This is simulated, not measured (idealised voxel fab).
The following process module bears the name voxel wiring stack.
For reference, the cross-section in this document is cut, with width 210 nm and square cells of 5 nm.
In this document a cross-section is written as a grid of square cells. It is given as a series of bands, listed from the top down, and a band is one or more rows of cells.
For a band, the entry starts with two heights in nm, that of the top and then that of the bottom, and carries on with the band's materials in order from left to right, each alongside its width in nm; the word "edge to edge" beside a single material means it fills the band edge to edge, and "air" means empty space.
Convention: height 0 is the level below which the wafer, as received, is all one material. The lowest band does not terminate at the bottom but continues downward, represented as "from 0 down".
The width entry "30..40" should be interpreted row by row: the top row of cells in the band takes the first number, the bottom row takes the second number, and the change between adjacent rows is uniform throughout.
No cell of the cross-section changed in a step that is given as "nothing was modified".
Under "Closed void table" you'll find the enclosed gaps, the ones with no way out to the top, that are 8 cells or bigger; each reads width x height at distance, with distance counted from the left edge, everything in nm.
Formally, on a step line, whatever follows the settings is a remark that the simulator itself makes on the step.
If you see "overlay nm" on a step's line and that step has a mask, it's telling you how far right of where it was planned the mask ended up; a negative number means it went left instead.
### Steps planned for the process
1 op RECEIVE | material Si
2 op CONFORMAL_DEP | material SiO2 | thk nm 15
3 op DIRECTIONAL_DEP | material TiN | thk nm 5
4 op DIRECTIONAL_DEP | material Ru | thk nm 25
5 op DIRECTIONAL_DEP | material aC | thk nm 15
6 op PATTERN | tone cover | mask id METAL_1 | material resist | width nm 30 | pitch nm 55 | thk nm 35 | overlay nm 0
7 op DIRECTIONAL_ETCH | etch materials aC | depth nm 15
8 op STRIP | etch materials resist
9 op DIRECTIONAL_ETCH | etch materials Ru | depth nm 25
10 op DIRECTIONAL_ETCH | etch materials TiN | depth nm 5
11 op STRIP | etch materials aC
12 op CONFORMAL_DEP | material SiN | thk nm 5
13 op FILL_DEP | material SiO2 | thk nm 5
14 op CMP | height nm 45
15 op CONFORMAL_DEP | material SiCN | thk nm 5
16 op DIRECTIONAL_DEP | material SiO2 | thk nm 35
17 op MASKED_ETCH | tone open | mask id METAL_2_HOLES | width nm 15 | pitch nm 55 | etch materials SiO2 | depth nm 35 | overlay nm 0
18 op MASKED_ETCH | tone open | mask id METAL_2 | width nm 30 | pitch nm 55 | etch materials SiO2 | depth nm 20 | overlay nm 0
19 op MASKED_ETCH | tone open | mask id METAL_2 | width nm 30 | pitch nm 55 | etch materials SiCN | depth nm 5 | overlay nm 0
20 op CONFORMAL_DEP | material TiN | thk nm 5
21 op FILL_DEP | material Ru | thk nm 5
22 op CMP | height nm 85
23 op CONFORMAL_DEP | material SiCN | thk nm 5
24 op DIRECTIONAL_DEP | material lowk | thk nm 15
25 op PATTERN | tone open | mask id PLUG_2 | material resist | width nm 15 | thk nm 20 | overlay nm 0
26 op DIRECTIONAL_ETCH | etch materials lowk | depth nm 15
27 op DIRECTIONAL_ETCH | etch materials SiCN | depth nm 5
28 op STRIP | etch materials resist
29 op EPI | material Ru | thk nm 10
30 op EPI | material Ru | thk nm 10
31 op DIRECTIONAL_DEP | material TiN | thk nm 5
32 op DIRECTIONAL_DEP | material Ru | thk nm 15
33 op MASKED_ETCH | tone cover | mask id METAL_3 | width nm 30 | pitch nm 55 | etch materials Ru | depth nm 15 | overlay nm 0
34 op MASKED_ETCH | tone cover | mask id METAL_3 | width nm 30 | pitch nm 55 | etch materials TiN | depth nm 5 | overlay nm -15
35 op CONFORMAL_DEP | material SiN | thk nm 5
36 op FILL_DEP | material SiO2 | thk nm 10
37 op CMP | height nm 125
38 op CONFORMAL_DEP | material SiN | thk nm 5
The overlay nm used in step 34 is not the same on every wafer, whereas the starting condition is; the value printed in the plan is the first wafer's.
### Here's the first of the wafers in cross-section, just as we got it, i.e. after step 1
- from 0 down: Si edge to edge
- Closed void table: none
### Here's the first of several wafers in cross-section, end of the module, after the last step, step 38
- from 130 to 125: SiN edge to edge
- from 125 to 115: SiO2: 55  SiN: 5  Ru: 30  SiN: 5  SiO2: 15  SiN: 5  Ru: 30  SiN: 5  SiO2: 60
- from 115 to 110: SiO2: 40  SiN: 20  Ru: 30  SiN: 25  Ru: 30  SiN: 5  SiO2: 60
- from 110 to 105: SiN: 45  TiN: 45  SiN: 10  TiN: 45  SiN: 65
- from 105 to 90: lowk: 60  Ru: 15  lowk: 135
- from 90 to 85: SiCN: 60  Ru: 15  SiCN: 135
- from 85 to 70: SiO2: 60  TiN: 5  Ru: 20  TiN: 5  SiO2: 25  TiN: 5  Ru: 20  TiN: 5  SiO2: 65
- from 70 to 65: SiO2: 60  TiN: 5  Ru: 5  TiN: 20  SiO2: 25  TiN: 5  Ru: 5  TiN: 20  SiO2: 65
- from 65 to 50: SiO2: 60  TiN: 5  Ru: 5  TiN: 5  SiO2: 40  TiN: 5  Ru: 5  TiN: 5  SiO2: 80
- from 50 to 45: SiCN: 60  TiN: 15  SiCN: 40  TiN: 15  SiCN: 80
- from 45 to 20: SiO2: 55  SiN: 5  Ru: 30  SiN: 5  SiO2: 15  SiN: 5  Ru: 30  SiN: 5  SiO2: 60
- from 20 to 15: SiN: 60  TiN: 30  SiN: 25  TiN: 30  SiN: 65
- from 15 to 0: SiO2 edge to edge
- from 0 down: Si edge to edge
- Closed void table: none
### Last-wafer cross-section at the end of the module
- from 130 to 125: SiN edge to edge
- from 125 to 115: SiO2: 55  SiN: 5  Ru: 30  SiN: 5  SiO2: 15  SiN: 5  Ru: 30  SiN: 5  SiO2: 60
- from 115 to 110: SiO2: 55  SiN: 5  Ru: 30  SiN: 25  Ru: 30  SiN: 20  SiO2: 45
- from 110 to 105: SiN: 60  TiN: 45  SiN: 10  TiN: 45  SiN: 50
- from 105 to 90: lowk: 60  Ru: 15  lowk: 135
- from 90 to 85: SiCN: 60  Ru: 15  SiCN: 135
- from 85 to 70: SiO2: 60  TiN: 5  Ru: 20  TiN: 5  SiO2: 25  TiN: 5  Ru: 20  TiN: 5  SiO2: 65
- from 70 to 65: SiO2: 60  TiN: 5  Ru: 5  TiN: 20  SiO2: 25  TiN: 5  Ru: 5  TiN: 20  SiO2: 65
- from 65 to 50: SiO2: 60  TiN: 5  Ru: 5  TiN: 5  SiO2: 40  TiN: 5  Ru: 5  TiN: 5  SiO2: 80
- from 50 to 45: SiCN: 60  TiN: 15  SiCN: 40  TiN: 15  SiCN: 80
- from 45 to 20: SiO2: 55  SiN: 5  Ru: 30  SiN: 5  SiO2: 15  SiN: 5  Ru: 30  SiN: 5  SiO2: 60
- from 20 to 15: SiN: 60  TiN: 30  SiN: 25  TiN: 30  SiN: 65
- from 15 to 0: SiO2 edge to edge
- from 0 down: Si edge to edge
- Closed void table: none
### Here is how to read the rows: every wafer has a row, and it shows the wafer at the end of the module, giving for each material how many cells were gained (+) or lost (-) since the wafer was received, then listing its closed voids
overlay nm -15 | +140 Ru | +75 SiCN | +134 SiN | +556 SiO2 | +70 TiN | +117 lowk | Closed void table: none
overlay nm -10 | +140 Ru | +75 SiCN | +134 SiN | +558 SiO2 | +68 TiN | +117 lowk | Closed void table: none
overlay nm -5 | +140 Ru | +75 SiCN | +134 SiN | +560 SiO2 | +66 TiN | +117 lowk | Closed void table: none
overlay nm 0 | +140 Ru | +75 SiCN | +134 SiN | +562 SiO2 | +64 TiN | +117 lowk | Closed void table: none
overlay nm 5 | +140 Ru | +75 SiCN | +134 SiN | +560 SiO2 | +66 TiN | +117 lowk | Closed void table: none
overlay nm 10 | +140 Ru | +75 SiCN | +134 SiN | +558 SiO2 | +68 TiN | +117 lowk | Closed void table: none
overlay nm 15 | +140 Ru | +75 SiCN | +134 SiN | +556 SiO2 | +70 TiN | +117 lowk | Closed void table: none
